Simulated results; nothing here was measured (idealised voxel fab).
Name of the process module below: voxel double patterning
Cross-sectional view cut (width: 250 nm; square cell size: 5 nm).
Throughout this document, each cross-section is represented as a grid of square cells and is presented as a sequence of bands enumerated from the top downward, where a band comprises one or more rows of cells. The entry gives the band's vertical extent as a top height and a bottom height in nm, then its horizontal make-up as materials from left to right, each with a width in nm. "empty" stands for empty space; a single material marked "everywhere" fills the band edge to edge. Below 0: as-received wafer, all one material; heights counted from there. Lowest band: no bottom, goes on down, written "0 nm and below". The expression "30 to 40" gives the width at the extremes of the band, the first number at its top row of cells and the second at its bottom row, with the width changing by equal amounts from each row to the next in between. Basically "left unchanged" means that step didn't change any cell in the cross-section. For the entry "Non-vented voids", the listed items are empty spaces with no open way to the top whose size is 8 cells or more; each item follows the pattern width x height at distance, where distance is from the left edge and all three are in nm. Step line, after settings: the simulator's comment on this step. What "overlay nm" on a step's line means: if the step has a mask, that mask lay this far to the right of its planned place, or, when the value is negative, to the left.
plan:
1 RECEIVE [material Si]
2 CONFORMAL_DEP [material SiO2] [thk nm 10]
3 DIRECTIONAL_DEP [material polySi] [thk nm 20]
4 DIRECTIONAL_DEP [material SiN] [thk nm 5]
5 MASKED_ETCH [tone open] [mask id FIRST] [width nm 15] [pitch nm 50] [etch materials SiN] [depth nm 5] [overlay nm 0]
6 MASKED_ETCH [tone open] [mask id SECOND] [width nm 15] [pitch nm 50] [etch materials SiN] [depth nm 5] [overlay nm 0]
7 DIRECTIONAL_ETCH [etch materials polySi] [depth nm 20]
8 STRIP [etch materials SiN]
Below: the first of two wafers, run as planned:
Wafer as received: cross-section following step 1:
- 0 nm and below: Si everywhere
- Non-vented voids: none
Wafer section view after processing step 2:
- 10 nm to 0 nm: SiO2 everywhere
- Unchanged below 0.
Wafer section view after processing step 3:
- 30 nm to 10 nm: polySi everywhere
- Unchanged below 10.
Wafer section view after processing step 4:
- 35 nm to 30 nm: SiN everywhere
- Unchanged below 30.
Wafer section view after processing step 5:
- 35 nm to 30 nm: 65 of SiN; 15 of empty; 35 of SiN; 15 of empty; 35 of SiN; 15 of empty; 70 of SiN
- Unchanged below 30.
Wafer section view after processing step 6:
- 35 nm to 30 nm: 65 of SiN; 15 of empty; 10 of SiN; 15 of empty; 10 of SiN; 15 of empty; 10 of SiN; 15 of empty; 10 of SiN; 15 of empty; 70 of SiN
- Unchanged below 30.
Wafer section view after processing step 7:
- 35 nm to 30 nm: 65 of SiN; 15 of empty; 10 of SiN; 15 of empty; 10 of SiN; 15 of empty; 10 of SiN; 15 of empty; 10 of SiN; 15 of empty; 70 of SiN
- 30 nm to 10 nm: 65 of polySi; 15 of empty; 10 of polySi; 15 of empty; 10 of polySi; 15 of empty; 10 of polySi; 15 of empty; 10 of polySi; 15 of empty; 70 of polySi
- Unchanged below 10.
Wafer section view after processing step 8:
- 30 nm to 10 nm: 65 of polySi; 15 of empty; 10 of polySi; 15 of empty; 10 of polySi; 15 of empty; 10 of polySi; 15 of empty; 10 of polySi; 15 of empty; 70 of polySi
- Unchanged below 10.
The second wafer began exactly as the first did and followed the same plan, but one mistake was made while running it; through step 6 inclusive, the two wafers are identical:
What the second wafer looks like in cross-section when step 7 should have wrapped up:
- 35 nm to 30 nm: 65 of SiN; 15 of empty; 10 of SiN; 15 of empty; 10 of SiN; 15 of empty; 10 of SiN; 15 of empty; 10 of SiN; 15 of empty; 70 of SiN
- 30 nm to 15 nm: 65 of polySi; 15 of empty; 10 of polySi; 15 of empty; 10 of polySi; 15 of empty; 10 of polySi; 15 of empty; 10 of polySi; 15 of empty; 70 of polySi
- Unchanged below 15.
What the second wafer looks like in cross-section when step 8 should have wrapped up:
- 30 nm to 15 nm: 65 of polySi; 15 of empty; 10 of polySi; 15 of empty; 10 of polySi; 15 of empty; 10 of polySi; 15 of empty; 10 of polySi; 15 of empty; 70 of polySi
- Unchanged below 15.
what went wrong: step 7 was run on a setting that differed from the plan, and what really ran there is DIRECTIONAL_ETCH [etch materials polySi] [depth nm 15]
Final tally in cells, some materials are higher or lower on the second wafer than on the first: polySi +15
